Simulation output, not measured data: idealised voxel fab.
process module | voxel ribs on slabs
cross-section cut | 230 nm wide | cells 5 nm
A cross-section is a grid of square cells, given in bands from the top down. A band is one or more rows of cells.
Each band's line starts with the height of the band's top and of its bottom, in nm. Then come its materials from left to right, each with its width in nm. One material with "throughout" fills the band from edge to edge. "air" is empty space.
Height 0 is the level under which the wafer as received is all one material. The lowest band goes on downwards, as in "0 down".
A width such as "30 to 40" changes by the same amount from each row of cells to the next, from the band's top row to its bottom row.
"no change" after a step means that no cell of the cross-section changed.
closed voids: empty space of 8 cells or more with no open way to the top, each as width x height at its distance from the left edge, in nm
after a step's settings: what the simulator itself notes on the step
overlay nm, on a step with a mask: how far to the right of its planned place the mask lay; to the left if negative
plan
1 op RECEIVE | material Si
2 op DIRECTIONAL_DEP | material SiO2 | thk nm 20
3 op DIRECTIONAL_DEP | material polySi | thk nm 25
4 op MASKED_ETCH | tone cover | mask id RIB | width nm 20 | etch materials polySi | depth nm 20 | overlay nm 0
5 op DIRECTIONAL_DEP | material aC | thk nm 15
6 op PATTERN | tone cover | mask id SLAB | material resist | width nm 70 | thk nm 35 | overlay nm 0
7 op DIRECTIONAL_ETCH | etch materials aC | depth nm 15
8 op STRIP | etch materials resist
9 op DIRECTIONAL_ETCH | etch materials polySi | depth nm 5
10 op STRIP | etch materials aC
11 op FILL_DEP | material SiO2 | thk nm 20
12 op CMP | height nm 55
13 op DIRECTIONAL_DEP | material W | thk nm 10
14 op DIRECTIONAL_DEP | material aC | thk nm 10
15 op PATTERN | tone cover | mask id HEATER | material resist | width nm 30 | thk nm 30 | overlay nm 0
16 op DIRECTIONAL_ETCH | etch materials aC | depth nm 10
17 op STRIP | etch materials resist
18 op DIRECTIONAL_ETCH | etch materials W | depth nm 10
19 op STRIP | etch materials aC
20 op CONFORMAL_DEP | material SiO2 | thk nm 5
first wafer, as planned
as received, after step 1
  0 down: Si throughout
  closed voids: none
after step 2
  20 to 0: SiO2 throughout
  below 0: unchanged
after step 3
  45 to 20: polySi throughout
  below 20: unchanged
after step 4
  45 to 25: air 105 | polySi 20 | air 105
  below 25: unchanged
after step 5
  60 to 45: air 105 | aC 20 | air 105
  45 to 40: air 105 | polySi 20 | air 105
  40 to 25: aC 105 | polySi 20 | aC 105
  below 25: unchanged
after step 6
  95 to 60: air 80 | resist 70 | air 80
  60 to 45: air 80 | resist 25 | aC 20 | resist 25 | air 80
  45 to 40: air 80 | resist 25 | polySi 20 | resist 25 | air 80
  below 40: unchanged
after step 7
  80 to 60: air 80 | resist 70 | air 80
  60 to 45: air 80 | resist 25 | aC 20 | resist 25 | air 80
  45 to 40: air 80 | resist 25 | polySi 20 | resist 25 | air 80
  40 to 25: air 80 | aC 25 | polySi 20 | aC 25 | air 80
  below 25: unchanged
after step 8
  60 to 45: air 105 | aC 20 | air 105
  45 to 40: air 105 | polySi 20 | air 105
  below 40: unchanged
after step 9
  60 to 45: air 105 | aC 20 | air 105
  45 to 40: air 105 | polySi 20 | air 105
  40 to 25: air 80 | aC 25 | polySi 20 | aC 25 | air 80
  25 to 20: air 80 | polySi 70 | air 80
  below 20: unchanged
after step 10
  45 to 25: air 105 | polySi 20 | air 105
  below 25: unchanged
after step 11
  65 to 45: SiO2 throughout
  45 to 25: SiO2 105 | polySi 20 | SiO2 105
  25 to 20: SiO2 80 | polySi 70 | SiO2 80
  below 20: unchanged
after step 12
  55 to 45: SiO2 throughout
  below 45: unchanged
after step 13
  65 to 55: W throughout
  below 55: unchanged
after step 14
  75 to 65: aC throughout
  below 65: unchanged
after step 15
  105 to 75: air 100 | resist 30 | air 100
  below 75: unchanged
after step 16
  95 to 75: air 100 | resist 30 | air 100
  75 to 65: air 100 | aC 30 | air 100
  below 65: unchanged
after step 17
  75 to 65: air 100 | aC 30 | air 100
  below 65: unchanged
after step 18
  75 to 65: air 100 | aC 30 | air 100
  65 to 55: air 100 | W 30 | air 100
  below 55: unchanged
after step 19
  65 to 55: air 100 | W 30 | air 100
  below 55: unchanged
after step 20
  70 to 65: air 95 | SiO2 40 | air 95
  65 to 60: air 95 | SiO2 5 | W 30 | SiO2 5 | air 95
  60 to 55: SiO2 100 | W 30 | SiO2 100
  below 55: unchanged
second wafer: like start, like plan, one mistake. Through step 19 it matches the first wafer
when step 20 should have ended: no change
what went wrong: step 20 was left out
at the end the second wafer has, in cells: 50 fewer of SiO2
